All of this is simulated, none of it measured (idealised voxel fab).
Process module in this document: voxel self aligned vias
Cross-section cut spans 300 nm and uses square cells 5 nm in size.
Reading order for cross-sections: top band down to bottom band. Underlying form: a grid of square cells. Band size: one or more rows of cells. Within each band entry, the heights of the top and of the bottom of the band appear first, in that order and in nm; the materials of the band then follow from left to right, each with its corresponding width in nm. The designation "full width" on a single material indicates that it fills the band from edge to edge; the designation "blank" indicates empty space. Convention: height 0 is the level below which the wafer, as received, is all one material. The lowest band does not terminate at the bottom but continues downward, represented as "z 0 and below". It should be noted that a width expressed as "30->40" varies in equal increments from row to row of cells within the band, taking the value of the first number at the top row and that of the second number at the bottom row. You'll sometimes find "remained the same" written for a step, and that's the way of saying that nowhere in the cross-section did a cell change during that step. "Tabulated closed voids" means: voids of 8 cells or more that are shut off from the top with no open way through. Written width x height at distance, distance from the left edge, in nm. Whatever follows a step's settings on its line is a remark the simulator itself makes about that step. The "overlay nm" setting may appear on a step's line; for a step that uses a mask, it gives how far to the right of its planned position the mask lay, and a negative value indicates the left.

# Here's what the planned process steps look like
- 1: RECEIVE, material Si
- 2: CONFORMAL_DEP, material SiO2, thk nm 15
- 3: CONFORMAL_DEP, material SiCN, thk nm 5
- 4: DIRECTIONAL_DEP, material SiO2, thk nm 30
- 5: MASKED_ETCH, tone open, mask id LINES, width nm 30, pitch nm 55, etch materials SiO2, depth nm 30, overlay nm 0
- 6: CONFORMAL_DEP, material TiN, thk nm 5
- 7: FILL_DEP, material Ru, thk nm 10
- 8: CMP, height nm 50
- 9: SELECTIVE_ETCH, etch materials W Ru TiN, depth nm 10
- 10: FILL_DEP, material SiN, thk nm 5
- 11: CMP, height nm 50
- 12: DIRECTIONAL_DEP, material SiO2, thk nm 15
- 13: PATTERN, tone open, mask id VIAS, material resist, width nm 40, pitch nm 110, thk nm 20, overlay nm 0
- 14: DIRECTIONAL_ETCH, etch materials SiO2, depth nm 15
- 15: DIRECTIONAL_ETCH, etch materials SiN, depth nm 10
- 16: STRIP, etch materials resist
- 17: CONFORMAL_DEP, material TiN, thk nm 5
- 18: FILL_DEP, material Cu, thk nm 5
- 19: CMP, height nm 65
- 20: CONFORMAL_DEP, material SiN, thk nm 5

# On the first of the two wafers: run conducted according to plan

# Wafer as received: cross-section following step 1
    z 0 and below = Si full width
    Tabulated closed voids: none

# after step 2
    z 15 to 0 = SiO2 full width
    Whatever lies below 0 is exactly as it was before.

# after step 3
    z 20 to 15 = SiCN full width
    Whatever lies below 15 is exactly as it was before.

# after step 4
    z 50 to 20 = SiO2 full width
    Whatever lies below 20 is exactly as it was before.

# after step 5
    z 50 to 20 = SiO2 (80)  blank (30)  SiO2 (25)  blank (30)  SiO2 (25)  blank (30)  SiO2 (80)
    Whatever lies below 20 is exactly as it was before.

# after step 6
    z 55 to 50 = TiN (85)  blank (20)  TiN (35)  blank (20)  TiN (35)  blank (20)  TiN (85)
    z 50 to 25 = SiO2 (80)  TiN (5)  blank (20)  TiN (5)  SiO2 (25)  TiN (5)  blank (20)  TiN (5)  SiO2 (25)  TiN (5)  blank (20)  TiN (5)  SiO2 (80)
    z 25 to 20 = SiO2 (80)  TiN (30)  SiO2 (25)  TiN (30)  SiO2 (25)  TiN (30)  SiO2 (80)
    Whatever lies below 20 is exactly as it was before.

# after step 7
    z 65 to 55 = Ru full width
    z 55 to 50 = TiN (85)  Ru (20)  TiN (35)  Ru (20)  TiN (35)  Ru (20)  TiN (85)
    z 50 to 25 = SiO2 (80)  TiN (5)  Ru (20)  TiN (5)  SiO2 (25)  TiN (5)  Ru (20)  TiN (5)  SiO2 (25)  TiN (5)  Ru (20)  TiN (5)  SiO2 (80)
    Whatever lies below 25 is exactly as it was before.

# after step 8
    z 50 to 25 = SiO2 (80)  TiN (5)  Ru (20)  TiN (5)  SiO2 (25)  TiN (5)  Ru (20)  TiN (5)  SiO2 (25)  TiN (5)  Ru (20)  TiN (5)  SiO2 (80)
    Whatever lies below 25 is exactly as it was before.

# after step 9
    z 50 to 40 = SiO2 (80)  blank (30)  SiO2 (25)  blank (30)  SiO2 (25)  blank (30)  SiO2 (80)
    Whatever lies below 40 is exactly as it was before.

# after step 10
    z 55 to 50 = SiN full width
    z 50 to 40 = SiO2 (80)  SiN (30)  SiO2 (25)  SiN (30)  SiO2 (25)  SiN (30)  SiO2 (80)
    Whatever lies below 40 is exactly as it was before.

# after step 11
    z 50 to 40 = SiO2 (80)  SiN (30)  SiO2 (25)  SiN (30)  SiO2 (25)  SiN (30)  SiO2 (80)
    Whatever lies below 40 is exactly as it was before.

# after step 12
    z 65 to 50 = SiO2 full width
    Whatever lies below 50 is exactly as it was before.

# after step 13
    z 85 to 65 = resist (75)  blank (40)  resist (70)  blank (40)  resist (75)
    Whatever lies below 65 is exactly as it was before.

# after step 14
    z 85 to 65 = resist (75)  blank (40)  resist (70)  blank (40)  resist (75)
    z 65 to 50 = SiO2 (75)  blank (40)  SiO2 (70)  blank (40)  SiO2 (75)
    Whatever lies below 50 is exactly as it was before.

# after step 15
    z 85 to 65 = resist (75)  blank (40)  resist (70)  blank (40)  resist (75)
    z 65 to 50 = SiO2 (75)  blank (40)  SiO2 (70)  blank (40)  SiO2 (75)
    z 50 to 40 = SiO2 (80)  blank (30)  SiO2 (25)  SiN (30)  SiO2 (25)  blank (30)  SiO2 (80)
    Whatever lies below 40 is exactly as it was before.

# after step 16
    z 65 to 50 = SiO2 (75)  blank (40)  SiO2 (70)  blank (40)  SiO2 (75)
    Whatever lies below 50 is exactly as it was before.

# after step 17
    z 70 to 65 = TiN (80)  blank (30)  TiN (80)  blank (30)  TiN (80)
    z 65 to 55 = SiO2 (75)  TiN (5)  blank (30)  TiN (5)  SiO2 (70)  TiN (5)  blank (30)  TiN (5)  SiO2 (75)
    z 55 to 50 = SiO2 (75)  TiN (10)  blank (20)  TiN (10)  SiO2 (70)  TiN (10)  blank (20)  TiN (10)  SiO2 (75)
    z 50 to 45 = SiO2 (80)  TiN (5)  blank (20)  TiN (5)  SiO2 (25)  SiN (30)  SiO2 (25)  TiN (5)  blank (20)  TiN (5)  SiO2 (80)
    z 45 to 40 = SiO2 (80)  TiN (30)  SiO2 (25)  SiN (30)  SiO2 (25)  TiN (30)  SiO2 (80)
    Whatever lies below 40 is exactly as it was before.

# after step 18
    z 75 to 70 = Cu full width
    z 70 to 65 = TiN (80)  Cu (30)  TiN (80)  Cu (30)  TiN (80)
    z 65 to 55 = SiO2 (75)  TiN (5)  Cu (30)  TiN (5)  SiO2 (70)  TiN (5)  Cu (30)  TiN (5)  SiO2 (75)
    z 55 to 50 = SiO2 (75)  TiN (10)  Cu (20)  TiN (10)  SiO2 (70)  TiN (10)  Cu (20)  TiN (10)  SiO2 (75)
    z 50 to 45 = SiO2 (80)  TiN (5)  Cu (20)  TiN (5)  SiO2 (25)  SiN (30)  SiO2 (25)  TiN (5)  Cu (20)  TiN (5)  SiO2 (80)
    Whatever lies below 45 is exactly as it was before.

# after step 19
    z 65 to 55 = SiO2 (75)  TiN (5)  Cu (30)  TiN (5)  SiO2 (70)  TiN (5)  Cu (30)  TiN (5)  SiO2 (75)
    Whatever lies below 55 is exactly as it was before.

# after step 20
    z 70 to 65 = SiN full width
    Whatever lies below 65 is exactly as it was before.

# Second wafer: same start and same plan as the first, one execution error; identical to the first through step 1

# Here is the second wafer in cross-section at the point where step 2 of the plan should have been done
    z 30 to 0 = SiO2 full width
    Whatever lies below 0 is exactly as it was before.

# Here is the second wafer in cross-section at the point where step 3 of the plan should have been done
    z 35 to 30 = SiCN full width
    Whatever lies below 30 is exactly as it was before.

# Here is the second wafer in cross-section at the point where step 4 of the plan should have been done
    z 65 to 35 = SiO2 full width
    Whatever lies below 35 is exactly as it was before.

# Here is the second wafer in cross-section at the point where step 5 of the plan should have been done
    z 65 to 35 = SiO2 (80)  blank (30)  SiO2 (25)  blank (30)  SiO2 (25)  blank (30)  SiO2 (80)
    Whatever lies below 35 is exactly as it was before.

# Here is the second wafer in cross-section at the point where step 6 of the plan should have been done
    z 70 to 65 = TiN (85)  blank (20)  TiN (35)  blank (20)  TiN (35)  blank (20)  TiN (85)
    z 65 to 40 = SiO2 (80)  TiN (5)  blank (20)  TiN (5)  SiO2 (25)  TiN (5)  blank (20)  TiN (5)  SiO2 (25)  TiN (5)  blank (20)  TiN (5)  SiO2 (80)
    z 40 to 35 = SiO2 (80)  TiN (30)  SiO2 (25)  TiN (30)  SiO2 (25)  TiN (30)  SiO2 (80)
    Whatever lies below 35 is exactly as it was before.

# Here is the second wafer in cross-section at the point where step 7 of the plan should have been done
    z 80 to 70 = Ru full width
    z 70 to 65 = TiN (85)  Ru (20)  TiN (35)  Ru (20)  TiN (35)  Ru (20)  TiN (85)
    z 65 to 40 = SiO2 (80)  TiN (5)  Ru (20)  TiN (5)  SiO2 (25)  TiN (5)  Ru (20)  TiN (5)  SiO2 (25)  TiN (5)  Ru (20)  TiN (5)  SiO2 (80)
    Whatever lies below 40 is exactly as it was before.

# Here is the second wafer in cross-section at the point where step 8 of the plan should have been done
    z 50 to 40 = SiO2 (80)  TiN (5)  Ru (20)  TiN (5)  SiO2 (25)  TiN (5)  Ru (20)  TiN (5)  SiO2 (25)  TiN (5)  Ru (20)  TiN (5)  SiO2 (80)
    Whatever lies below 40 is exactly as it was before.

# Here is the second wafer in cross-section at the point where step 9 of the plan should have been done
    z 50 to 40 = SiO2 (80)  blank (30)  SiO2 (25)  blank (30)  SiO2 (25)  blank (30)  SiO2 (80)
    Whatever lies below 40 is exactly as it was before.

# Here is the second wafer in cross-section at the point where step 10 of the plan should have been done
    z 55 to 50 = SiN full width
    z 50 to 40 = SiO2 (80)  SiN (30)  SiO2 (25)  SiN (30)  SiO2 (25)  SiN (30)  SiO2 (80)
    Whatever lies below 40 is exactly as it was before.

# Here is the second wafer in cross-section at the point where step 11 of the plan should have been done
    z 50 to 40 = SiO2 (80)  SiN (30)  SiO2 (25)  SiN (30)  SiO2 (25)  SiN (30)  SiO2 (80)
    Whatever lies below 40 is exactly as it was before.

# Here is the second wafer in cross-section at the point where step 12 of the plan should have been done
    z 65 to 50 = SiO2 full width
    Whatever lies below 50 is exactly as it was before.

# Here is the second wafer in cross-section at the point where step 13 of the plan should have been done
    z 85 to 65 = resist (75)  blank (40)  resist (70)  blank (40)  resist (75)
    Whatever lies below 65 is exactly as it was before.

# Here is the second wafer in cross-section at the point where step 14 of the plan should have been done
    z 85 to 65 = resist (75)  blank (40)  resist (70)  blank (40)  resist (75)
    z 65 to 50 = SiO2 (75)  blank (40)  SiO2 (70)  blank (40)  SiO2 (75)
    Whatever lies below 50 is exactly as it was before.

# Here is the second wafer in cross-section at the point where step 15 of the plan should have been done
    z 85 to 65 = resist (75)  blank (40)  resist (70)  blank (40)  resist (75)
    z 65 to 50 = SiO2 (75)  blank (40)  SiO2 (70)  blank (40)  SiO2 (75)
    z 50 to 40 = SiO2 (80)  blank (30)  SiO2 (25)  SiN (30)  SiO2 (25)  blank (30)  SiO2 (80)
    Whatever lies below 40 is exactly as it was before.

# Here is the second wafer in cross-section at the point where step 16 of the plan should have been done
    z 65 to 50 = SiO2 (75)  blank (40)  SiO2 (70)  blank (40)  SiO2 (75)
    Whatever lies below 50 is exactly as it was before.

# Here is the second wafer in cross-section at the point where step 17 of the plan should have been done
    z 70 to 65 = TiN (80)  blank (30)  TiN (80)  blank (30)  TiN (80)
    z 65 to 55 = SiO2 (75)  TiN (5)  blank (30)  TiN (5)  SiO2 (70)  TiN (5)  blank (30)  TiN (5)  SiO2 (75)
    z 55 to 50 = SiO2 (75)  TiN (10)  blank (20)  TiN (10)  SiO2 (70)  TiN (10)  blank (20)  TiN (10)  SiO2 (75)
    z 50 to 45 = SiO2 (80)  TiN (5)  blank (20)  TiN (5)  SiO2 (25)  SiN (30)  SiO2 (25)  TiN (5)  blank (20)  TiN (5)  SiO2 (80)
    z 45 to 40 = SiO2 (80)  TiN (30)  SiO2 (25)  SiN (30)  SiO2 (25)  TiN (30)  SiO2 (80)
    Whatever lies below 40 is exactly as it was before.

# Here is the second wafer in cross-section at the point where step 18 of the plan should have been done
    z 75 to 70 = Cu full width
    z 70 to 65 = TiN (80)  Cu (30)  TiN (80)  Cu (30)  TiN (80)
    z 65 to 55 = SiO2 (75)  TiN (5)  Cu (30)  TiN (5)  SiO2 (70)  TiN (5)  Cu (30)  TiN (5)  SiO2 (75)
    z 55 to 50 = SiO2 (75)  TiN (10)  Cu (20)  TiN (10)  SiO2 (70)  TiN (10)  Cu (20)  TiN (10)  SiO2 (75)
    z 50 to 45 = SiO2 (80)  TiN (5)  Cu (20)  TiN (5)  SiO2 (25)  SiN (30)  SiO2 (25)  TiN (5)  Cu (20)  TiN (5)  SiO2 (80)
    Whatever lies below 45 is exactly as it was before.

# Here is the second wafer in cross-section at the point where step 19 of the plan should have been done
    z 65 to 55 = SiO2 (75)  TiN (5)  Cu (30)  TiN (5)  SiO2 (70)  TiN (5)  Cu (30)  TiN (5)  SiO2 (75)
    Whatever lies below 55 is exactly as it was before.

# Here is the second wafer in cross-section at the point where step 20 of the plan should have been done
    z 70 to 65 = SiN full width
    Whatever lies below 65 is exactly as it was before.
What broke from the plan during processing? step 2 of the plan was carried out twice
It is noted that, at the conclusion of processing, the second wafer exhibits a higher or lower cell count for certain materials relative to the first: Ru -36 | SiO2 +54 | TiN -18
